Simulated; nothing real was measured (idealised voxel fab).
process module | voxel self aligned vias
cross-section cut | 245 nm wide | cells 5 nm
A cross-section is a grid of square cells, given in bands from the top down. A band is one or more rows of cells.
Each band's line starts with the height of the band's top and of its bottom, in nm. Then come its materials from left to right, each with its width in nm. One material with "throughout" fills the band from edge to edge. "air" is empty space.
Height 0 is the level under which the wafer as received is all one material. The lowest band goes on downwards, as in "0 down".
A width such as "30 to 40" changes by the same amount from each row of cells to the next, from the band's top row to its bottom row.
"no change" after a step means that no cell of the cross-section changed.
closed voids: empty space of 8 cells or more with no open way to the top, each as width x height at its distance from the left edge, in nm
after a step's settings: what the simulator itself notes on the step
overlay nm, on a step with a mask: how far to the right of its planned place the mask lay; to the left if negative
plan
1 op RECEIVE | material Si
2 op CONFORMAL_DEP | material SiO2 | thk nm 10
3 op CONFORMAL_DEP | material SiCN | thk nm 5
4 op DIRECTIONAL_DEP | material lowk | thk nm 25
5 op PATTERN | tone open | mask id LINES | material resist | width nm 30 | pitch nm 65 | thk nm 15 | overlay nm 0
6 op DIRECTIONAL_ETCH | etch materials lowk | depth nm 25
7 op STRIP | etch materials resist
8 op CONFORMAL_DEP | material TiN | thk nm 5
9 op FILL_DEP | material Ru | thk nm 10
10 op CMP | height nm 40
11 op SELECTIVE_ETCH | etch materials W Ru TiN | depth nm 10
12 op FILL_DEP | material SiN | thk nm 5
13 op CMP | height nm 40
14 op DIRECTIONAL_DEP | material lowk | thk nm 15
15 op MASKED_ETCH | tone open | mask id VIAS | width nm 40 | pitch nm 65 | etch materials lowk | depth nm 15 | overlay nm 0
16 op MASKED_ETCH | tone open | mask id VIAS | width nm 40 | pitch nm 65 | etch materials SiN | depth nm 10 | overlay nm 0
17 op CONFORMAL_DEP | material TiN | thk nm 5
18 op FILL_DEP | material Ru | thk nm 10
19 op CMP | height nm 55
20 op CONFORMAL_DEP | material SiN | thk nm 5
as received, after step 1
  0 down: Si throughout
  closed voids: none
first wafer at the end, as planned
  60 to 55: SiN throughout
  55 to 45: lowk 35 | TiN 5 | Ru 30 | TiN 5 | lowk 25 | TiN 5 | Ru 30 | TiN 5 | lowk 25 | TiN 5 | Ru 30 | TiN 5 | lowk 40
  45 to 35: lowk 35 to 40 | TiN 10 to 5 | Ru 20 | TiN 10 to 5 | lowk 25 to 35 | TiN 10 to 5 | Ru 20 | TiN 10 to 5 | lowk 25 to 35 | TiN 10 to 5 | Ru 20 | TiN 10 to 5 | lowk 40 to 45
  35 to 30: lowk 40 | TiN 30 | lowk 35 | TiN 30 | lowk 35 | TiN 30 | lowk 45
  30 to 20: lowk 40 | TiN 5 | Ru 20 | TiN 5 | lowk 35 | TiN 5 | Ru 20 | TiN 5 | lowk 35 | TiN 5 | Ru 20 | TiN 5 | lowk 45
  20 to 15: lowk 40 | TiN 30 | lowk 35 | TiN 30 | lowk 35 | TiN 30 | lowk 45
  15 to 10: SiCN throughout
  10 to 0: SiO2 throughout
  0 down: Si throughout
  closed voids: none
second wafer at the end: like start, like plan, one mistake
  60 to 55: SiN throughout
  55 to 45: lowk 35 | TiN 5 | Ru 30 | TiN 5 | lowk 25 | TiN 5 | Ru 30 | TiN 5 | lowk 25 | TiN 5 | Ru 30 | TiN 5 | lowk 40
  45 to 35: lowk 35 to 40 | TiN 10 to 5 | Ru 20 | TiN 10 to 5 | lowk 25 to 35 | TiN 10 to 5 | Ru 20 | TiN 10 to 5 | lowk 25 to 35 | TiN 10 to 5 | Ru 20 | TiN 10 to 5 | lowk 40 to 45
  35 to 30: lowk 40 | TiN 30 | lowk 35 | TiN 30 | lowk 35 | TiN 30 | lowk 45
  30 to 20: lowk 40 | TiN 5 | Ru 20 | TiN 5 | lowk 35 | TiN 5 | Ru 20 | TiN 5 | lowk 35 | TiN 5 | Ru 20 | TiN 5 | lowk 45
  20 to 15: lowk 40 | TiN 30 | lowk 35 | TiN 30 | lowk 35 | TiN 30 | lowk 45
  15 to 5: SiO2 throughout
  5 to 0: SiCN throughout
  0 down: Si throughout
  closed voids: none
what went wrong: steps 2 and 3 were swapped
at the end the second wafer has, in cells: as many of each material as the first, in other places
